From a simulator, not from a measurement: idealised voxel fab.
process module | voxel tone inversion
cross-section cut | 155 nm wide | cells 5 nm
A cross-section is a grid of square cells, given in bands from the top down. A band is one or more rows of cells.
Each band's line starts with the height of the band's top and of its bottom, in nm. Then come its materials from left to right, each with its width in nm. One material with "throughout" fills the band from edge to edge. "air" is empty space.
Height 0 is the level under which the wafer as received is all one material. The lowest band goes on downwards, as in "0 down".
A width such as "30 to 40" changes by the same amount from each row of cells to the next, from the band's top row to its bottom row.
"no change" after a step means that no cell of the cross-section changed.
closed voids: empty space of 8 cells or more with no open way to the top, each as width x height at its distance from the left edge, in nm
after a step's settings: what the simulator itself notes on the step
overlay nm, on a step with a mask: how far to the right of its planned place the mask lay; to the left if negative
plan
1 op RECEIVE | material Si
2 op CONFORMAL_DEP | material SiN | thk nm 5
3 op DIRECTIONAL_DEP | material polySi | thk nm 15
4 op PATTERN | tone cover | mask id POSTS | material resist | width nm 15 | pitch nm 55 | thk nm 20 | overlay nm 0
5 op DIRECTIONAL_ETCH | etch materials polySi | depth nm 15
6 op STRIP | etch materials resist
7 op FILL_DEP | material lowk | thk nm 5
8 op CMP | height nm 20
9 op STRIP | etch materials polySi
10 op CONFORMAL_DEP | material TiN | thk nm 5
11 op FILL_DEP | material Ru | thk nm 10
12 op CMP | height nm 20
13 op CONFORMAL_DEP | material SiN | thk nm 5
varied across the wafers: width nm of step 4. The plan shows the first wafer's value. All wafers start alike
first wafer as received, after step 1
  0 down: Si throughout
  closed voids: none
first wafer at the end, after step 13
  25 to 20: SiN throughout
  20 to 10: lowk 40 | TiN 5 | Ru 5 | TiN 5 | lowk 40 | TiN 5 | Ru 5 | TiN 5 | lowk 45
  10 to 5: lowk 40 | TiN 15 | lowk 40 | TiN 15 | lowk 45
  5 to 0: SiN throughout
  0 down: Si throughout
  closed voids: none
last wafer at the end
  25 to 20: SiN throughout
  20 to 10: lowk 30 | TiN 5 | Ru 30 | TiN 5 | lowk 15 | TiN 5 | Ru 30 | TiN 5 | lowk 30
  10 to 5: lowk 30 | TiN 40 | lowk 15 | TiN 40 | lowk 30
  5 to 0: SiN throughout
  0 down: Si throughout
  closed voids: none
each wafer at the end: cells of each material gained (+) or lost (-) since it was received, then its closed voids
width nm 15 | +4 Ru | +62 SiN | +14 TiN | +75 lowk | closed voids: none
width nm 20 | +8 Ru | +62 SiN | +16 TiN | +69 lowk | closed voids: none
width nm 25 | +12 Ru | +62 SiN | +18 TiN | +63 lowk | closed voids: none
width nm 30 | +16 Ru | +62 SiN | +20 TiN | +57 lowk | closed voids: none
width nm 35 | +20 Ru | +62 SiN | +22 TiN | +51 lowk | closed voids: none
width nm 40 | +24 Ru | +62 SiN | +24 TiN | +45 lowk | closed voids: none
